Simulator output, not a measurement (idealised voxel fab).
process module | voxel self aligned vias
cross-section cut | 225 nm wide | cells 5 nm
A cross-section is a grid of square cells, given in bands from the top down. A band is one or more rows of cells.
Each band's line starts with the height of the band's top and of its bottom, in nm. Then come its materials from left to right, each with its width in nm. One material with "throughout" fills the band from edge to edge. "air" is empty space.
Height 0 is the level under which the wafer as received is all one material. The lowest band goes on downwards, as in "0 down".
A width such as "30 to 40" changes by the same amount from each row of cells to the next, from the band's top row to its bottom row.
"no change" after a step means that no cell of the cross-section changed.
closed voids: empty space of 8 cells or more with no open way to the top, each as width x height at its distance from the left edge, in nm
after a step's settings: what the simulator itself notes on the step
overlay nm, on a step with a mask: how far to the right of its planned place the mask lay; to the left if negative
plan
1 op RECEIVE | material Si
2 op CONFORMAL_DEP | material SiO2 | thk nm 10
3 op CONFORMAL_DEP | material SiCN | thk nm 5
4 op DIRECTIONAL_DEP | material lowk | thk nm 20
5 op MASKED_ETCH | tone open | mask id LINES | width nm 30 | pitch nm 70 | etch materials lowk | depth nm 20 | overlay nm 0
6 op CONFORMAL_DEP | material TiN | thk nm 5
7 op FILL_DEP | material W | thk nm 5
8 op CMP | height nm 35
9 op SELECTIVE_ETCH | etch materials W Ru TiN | depth nm 5
10 op FILL_DEP | material SiN | thk nm 10
11 op CMP | height nm 35
12 op DIRECTIONAL_DEP | material lowk | thk nm 15
13 op DIRECTIONAL_DEP | material aC | thk nm 15
14 op PATTERN | tone open | mask id VIAS | material resist | width nm 40 | pitch nm 70 | thk nm 35 | overlay nm 0
15 op DIRECTIONAL_ETCH | etch materials aC | depth nm 15
16 op STRIP | etch materials resist
17 op DIRECTIONAL_ETCH | etch materials lowk | depth nm 15
18 op DIRECTIONAL_ETCH | etch materials SiN | depth nm 5
19 op STRIP | etch materials aC
20 op CONFORMAL_DEP | material TiN | thk nm 5
21 op FILL_DEP | material Ru | thk nm 10
22 op CMP | height nm 50
23 op CONFORMAL_DEP | material SiN | thk nm 5
first wafer, as planned
as received, after step 1
  0 down: Si throughout
  closed voids: none
after step 2
  10 to 0: SiO2 throughout
  below 0: unchanged
after step 3
  15 to 10: SiCN throughout
  below 10: unchanged
after step 4
  35 to 15: lowk throughout
  below 15: unchanged
after step 5
  35 to 15: lowk 25 | air 30 | lowk 40 | air 30 | lowk 40 | air 30 | lowk 30
  below 15: unchanged
after step 6
  40 to 35: TiN 30 | air 20 | TiN 50 | air 20 | TiN 50 | air 20 | TiN 35
  35 to 20: lowk 25 | TiN 5 | air 20 | TiN 5 | lowk 40 | TiN 5 | air 20 | TiN 5 | lowk 40 | TiN 5 | air 20 | TiN 5 | lowk 30
  20 to 15: lowk 25 | TiN 30 | lowk 40 | TiN 30 | lowk 40 | TiN 30 | lowk 30
  below 15: unchanged
after step 7
  45 to 40: W throughout
  40 to 35: TiN 30 | W 20 | TiN 50 | W 20 | TiN 50 | W 20 | TiN 35
  35 to 20: lowk 25 | TiN 5 | W 20 | TiN 5 | lowk 40 | TiN 5 | W 20 | TiN 5 | lowk 40 | TiN 5 | W 20 | TiN 5 | lowk 30
  below 20: unchanged
after step 8
  35 to 20: lowk 25 | TiN 5 | W 20 | TiN 5 | lowk 40 | TiN 5 | W 20 | TiN 5 | lowk 40 | TiN 5 | W 20 | TiN 5 | lowk 30
  below 20: unchanged
after step 9
  35 to 30: lowk 25 | air 30 | lowk 40 | air 30 | lowk 40 | air 30 | lowk 30
  below 30: unchanged
after step 10
  45 to 35: SiN throughout
  35 to 30: lowk 25 | SiN 30 | lowk 40 | SiN 30 | lowk 40 | SiN 30 | lowk 30
  below 30: unchanged
after step 11
  35 to 30: lowk 25 | SiN 30 | lowk 40 | SiN 30 | lowk 40 | SiN 30 | lowk 30
  below 30: unchanged
after step 12
  50 to 35: lowk throughout
  below 35: unchanged
after step 13
  65 to 50: aC throughout
  below 50: unchanged
after step 14
  100 to 65: resist 20 | air 40 | resist 30 | air 40 | resist 30 | air 40 | resist 25
  below 65: unchanged
after step 15
  85 to 65: resist 20 | air 40 | resist 30 | air 40 | resist 30 | air 40 | resist 25
  65 to 50: aC 20 | air 40 | aC 30 | air 40 | aC 30 | air 40 | aC 25
  below 50: unchanged
after step 16
  65 to 50: aC 20 | air 40 | aC 30 | air 40 | aC 30 | air 40 | aC 25
  below 50: unchanged
after step 17
  65 to 50: aC 20 | air 40 | aC 30 | air 40 | aC 30 | air 40 | aC 25
  50 to 35: lowk 20 | air 40 | lowk 30 | air 40 | lowk 30 | air 40 | lowk 25
  below 35: unchanged
after step 18
  65 to 50: aC 20 | air 40 | aC 30 | air 40 | aC 30 | air 40 | aC 25
  50 to 35: lowk 20 | air 40 | lowk 30 | air 40 | lowk 30 | air 40 | lowk 25
  35 to 30: lowk 25 | air 30 | lowk 40 | air 30 | lowk 40 | air 30 | lowk 30
  below 30: unchanged
after step 19
  50 to 35: lowk 20 | air 40 | lowk 30 | air 40 | lowk 30 | air 40 | lowk 25
  below 35: unchanged
after step 20
  55 to 50: TiN 25 | air 30 | TiN 40 | air 30 | TiN 40 | air 30 | TiN 30
  50 to 40: lowk 20 | TiN 5 | air 30 | TiN 5 | lowk 30 | TiN 5 | air 30 | TiN 5 | lowk 30 | TiN 5 | air 30 | TiN 5 | lowk 25
  40 to 35: lowk 20 | TiN 10 | air 20 | TiN 10 | lowk 30 | TiN 10 | air 20 | TiN 10 | lowk 30 | TiN 10 | air 20 | TiN 10 | lowk 25
  35 to 30: lowk 25 | TiN 30 | lowk 40 | TiN 30 | lowk 40 | TiN 30 | lowk 30
  below 30: unchanged
after step 21
  65 to 55: Ru throughout
  55 to 50: TiN 25 | Ru 30 | TiN 40 | Ru 30 | TiN 40 | Ru 30 | TiN 30
  50 to 40: lowk 20 | TiN 5 | Ru 30 | TiN 5 | lowk 30 | TiN 5 | Ru 30 | TiN 5 | lowk 30 | TiN 5 | Ru 30 | TiN 5 | lowk 25
  40 to 35: lowk 20 | TiN 10 | Ru 20 | TiN 10 | lowk 30 | TiN 10 | Ru 20 | TiN 10 | lowk 30 | TiN 10 | Ru 20 | TiN 10 | lowk 25
  below 35: unchanged
after step 22
  50 to 40: lowk 20 | TiN 5 | Ru 30 | TiN 5 | lowk 30 | TiN 5 | Ru 30 | TiN 5 | lowk 30 | TiN 5 | Ru 30 | TiN 5 | lowk 25
  below 40: unchanged
after step 23
  55 to 50: SiN throughout
  below 50: unchanged
second wafer: like start, like plan, one mistake. Through step 21 it matches the first wafer
when step 22 should have ended: no change
when step 23 should have ended
  70 to 65: SiN throughout
  below 65: unchanged
what went wrong: step 22 was left out
at the end the second wafer has, in cells: 108 more of Ru | 27 more of TiN
